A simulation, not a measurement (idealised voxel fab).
Herein follows the process module entitled voxel spacer lines.
Section cut is 240 nm wide and gridded with 5 nm square cells.
Each cross-section below is a grid of square cells, stated as bands in top-down order, with one or more rows of cells making up each band.
A band entry consists of two parts. The first gives the height of the band's top and the height of its bottom, in nm. The rest lists the band's materials from left to right, each with its width in nm. A single material labelled with the word "everywhere" fills the band from edge to edge, and the word "empty" marks empty space.
Zero point of the height axis is 0; under it, received wafer = one material. Lowest band: continues down indefinitely, "top 0, no bottom".
The expression "30..40" gives the width at the extremes of the band, the first number at its top row of cells and the second at its bottom row, with the width changing by equal amounts from each row to the next in between.
Step note "nothing was modified" = no cross-section cell changed.
Entry "Trapped voids" = empty spaces >= 8 cells with no open way to the top; each as width x height at distance, distance from left edge, all nm.
Formally, on a step line, whatever follows the settings is a remark that the simulator itself makes on the step.
The setting "overlay nm" may be written on the line of a step. When the step uses a mask, the value reports how far to the right of the planned place the mask lay, and a negative value reports that it lay to the left.

Here's what the planned process steps look like
1 RECEIVE | material Si
2 CONFORMAL_DEP | material Al2O3 | thk nm 10
3 DIRECTIONAL_DEP | material polySi | thk nm 15
4 DIRECTIONAL_DEP | material aC | thk nm 25
5 PATTERN | tone cover | mask id MANDREL | material resist | width nm 25 | pitch nm 70 | thk nm 30 | overlay nm 0
6 DIRECTIONAL_ETCH | etch materials aC | depth nm 25
7 STRIP | etch materials resist
8 CONFORMAL_DEP | material SiN | thk nm 10
9 DIRECTIONAL_ETCH | etch materials SiN | depth nm 10
10 STRIP | etch materials aC
11 DIRECTIONAL_ETCH | etch materials polySi | depth nm 15
12 STRIP | etch materials SiN

First wafer, two in total, run as planned

Cross-section of the incoming wafer, state after step 1
> top 0, no bottom | Si everywhere
> Trapped voids: none

State of the wafer after step 2, shown in cross-section
> top 10, bottom 0 | Al2O3 everywhere
> Below 0 it's all the same as before, nothing changed down there.

State of the wafer after step 3, shown in cross-section
> top 25, bottom 10 | polySi everywhere
> Below 10 it's all the same as before, nothing changed down there.

State of the wafer after step 4, shown in cross-section
> top 50, bottom 25 | aC everywhere
> Below 25 it's all the same as before, nothing changed down there.

State of the wafer after step 5, shown in cross-section
> top 80, bottom 50 | empty 70 nm; resist 25 nm; empty 45 nm; resist 25 nm; empty 75 nm
> Below 50 it's all the same as before, nothing changed down there.

State of the wafer after step 6, shown in cross-section
> top 55, bottom 50 | empty 70 nm; resist 25 nm; empty 45 nm; resist 25 nm; empty 75 nm
> top 50, bottom 25 | empty 70 nm; aC 25 nm; empty 45 nm; aC 25 nm; empty 75 nm
> Below 25 it's all the same as before, nothing changed down there.

State of the wafer after step 7, shown in cross-section
> top 50, bottom 25 | empty 70 nm; aC 25 nm; empty 45 nm; aC 25 nm; empty 75 nm
> Below 25 it's all the same as before, nothing changed down there.

State of the wafer after step 8, shown in cross-section
> top 60, bottom 50 | empty 60 nm; SiN 45 nm; empty 25 nm; SiN 45 nm; empty 65 nm
> top 50, bottom 35 | empty 60 nm; SiN 10 nm; aC 25 nm; SiN 10 nm; empty 25 nm; SiN 10 nm; aC 25 nm; SiN 10 nm; empty 65 nm
> top 35, bottom 25 | SiN 70 nm; aC 25 nm; SiN 45 nm; aC 25 nm; SiN 75 nm
> Below 25 it's all the same as before, nothing changed down there.

State of the wafer after step 9, shown in cross-section
> top 50, bottom 25 | empty 60 nm; SiN 10 nm; aC 25 nm; SiN 10 nm; empty 25 nm; SiN 10 nm; aC 25 nm; SiN 10 nm; empty 65 nm
> Below 25 it's all the same as before, nothing changed down there.

State of the wafer after step 10, shown in cross-section
> top 50, bottom 25 | empty 60 nm; SiN 10 nm; empty 25 nm; SiN 10 nm; empty 25 nm; SiN 10 nm; empty 25 nm; SiN 10 nm; empty 65 nm
> Below 25 it's all the same as before, nothing changed down there.

State of the wafer after step 11, shown in cross-section
> top 50, bottom 25 | empty 60 nm; SiN 10 nm; empty 25 nm; SiN 10 nm; empty 25 nm; SiN 10 nm; empty 25 nm; SiN 10 nm; empty 65 nm
> top 25, bottom 10 | empty 60 nm; polySi 10 nm; empty 25 nm; polySi 10 nm; empty 25 nm; polySi 10 nm; empty 25 nm; polySi 10 nm; empty 65 nm
> Below 10 it's all the same as before, nothing changed down there.

State of the wafer after step 12, shown in cross-section
> top 25, bottom 10 | empty 60 nm; polySi 10 nm; empty 25 nm; polySi 10 nm; empty 25 nm; polySi 10 nm; empty 25 nm; polySi 10 nm; empty 65 nm
> Below 10 it's all the same as before, nothing changed down there.

Second wafer, same starting conditions and recipe as the first, one mistake in executing it, nothing differs from the first up to and including step 10

Second wafer, cross-section, planned end of step 11
> top 50, bottom 25 | empty 60 nm; SiN 10 nm; empty 25 nm; SiN 10 nm; empty 25 nm; SiN 10 nm; empty 25 nm; SiN 10 nm; empty 65 nm
> top 25, bottom 15 | empty 60 nm; polySi 10 nm; empty 25 nm; polySi 10 nm; empty 25 nm; polySi 10 nm; empty 25 nm; polySi 10 nm; empty 65 nm
> Below 15 it's all the same as before, nothing changed down there.

Second wafer, cross-section, planned end of step 12
> top 25, bottom 15 | empty 60 nm; polySi 10 nm; empty 25 nm; polySi 10 nm; empty 25 nm; polySi 10 nm; empty 25 nm; polySi 10 nm; empty 65 nm
> Below 15 it's all the same as before, nothing changed down there.
So what did we get wrong on this run? so step 11 ended up running with a different setting than we planned, it ran as DIRECTIONAL_ETCH | etch materials polySi | depth nm 10
Wafer comparison, final, in cells, second relative to first, materials more or fewer: polySi: 40 more
